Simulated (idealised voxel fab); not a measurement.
The process module that follows is named voxel self aligned contacts.
cross-section cut | 285 nm wide | cells 5 nm
Cross-sections here: square-cell grids, written as top-down lists of bands, a band being one or more rows of cells.
What a band's entry tells you: where the top is and where the bottom is, as heights in nm, and after that what lies inside, material by material from left to right, each with its width in nm. Empty space is written as the word "empty", and a single material marked with the word "full width" occupies the band from edge to edge.
Height 0 is the level under which the wafer as received is all one material. The lowest band goes on downwards, as in "top 0, no bottom".
A two-number width, for instance "30->40", indicates that the width is equal to the first number in the top row of the band and to the second number in the bottom row, and that it changes by a constant amount per row of cells.
"remained the same" -> step changed no cross-section cell.
Look at "Voids, enclosed" for the closed voids: empty spaces with no open path to the top, sized 8 cells or up. Each is width x height at distance, distance from the left edge, all nm.
Text after the settings on a step's line: the simulator's own remark on that step.
The optional step-line setting "overlay nm" applies to steps with a mask and quantifies how far to the right of its planned location the mask lay, a negative value indicating leftward placement.

[Intended process steps]
1) RECEIVE,material Si
2) OXIDIZE,depth nm 5
3) DIRECTIONAL_DEP,material polySi,thk nm 20
4) DIRECTIONAL_DEP,material SiN,thk nm 20
5) PATTERN,tone cover,mask id GATE,material resist,width nm 20,pitch nm 65,thk nm 20,overlay nm 0
6) DIRECTIONAL_ETCH,etch materials SiN,depth nm 20
7) DIRECTIONAL_ETCH,etch materials polySi,depth nm 20
8) STRIP,etch materials resist
9) CONFORMAL_DEP,material SiN,thk nm 10
10) DIRECTIONAL_ETCH,etch materials SiN,depth nm 10
11) FILL_DEP,material SiO2,thk nm 15
12) CMP,height nm 50
13) MASKED_ETCH,tone open,mask id CONTACT,width nm 45,etch materials SiO2,depth nm 55,overlay nm 0
14) CONFORMAL_DEP,material TiN,thk nm 5
15) FILL_DEP,material W,thk nm 10
16) CMP,height nm 50
17) CONFORMAL_DEP,material SiN,thk nm 5
Don't read the plan's width nm for step 5 as applying to every wafer: that's the first wafer's value, and the wafers differ in it, though they all start identical.

[Incoming state of the first of several wafers in cross-section: after step 1]
	top 0, no bottom = Si full width
	Voids, enclosed: none

[Below, a row for every wafer. Read it as the end-of-module picture: for each material the wafer shows its cells gained (+) or lost (-) since it was received, and then its closed voids]
width nm 20 | -57 Si | +153 SiN | +436 SiO2 | +29 TiN | +34 W | +32 polySi | Voids, enclosed: none
width nm 25 | -57 Si | +161 SiN | +429 SiO2 | +29 TiN | +25 W | +40 polySi | Voids, enclosed: none
width nm 30 | -57 Si | +169 SiN | +422 SiO2 | +29 TiN | +16 W | +48 polySi | Voids, enclosed: none
width nm 35 | -57 Si | +177 SiN | +415 SiO2 | +29 TiN | +7 W | +56 polySi | Voids, enclosed: none
width nm 40 | -57 Si | +185 SiN | +408 SiO2 | +20 TiN | +7 W | +64 polySi | Voids, enclosed: none
width nm 45 | -57 Si | +193 SiN | +401 SiO2 | +11 TiN | +7 W | +72 polySi | Voids, enclosed: none
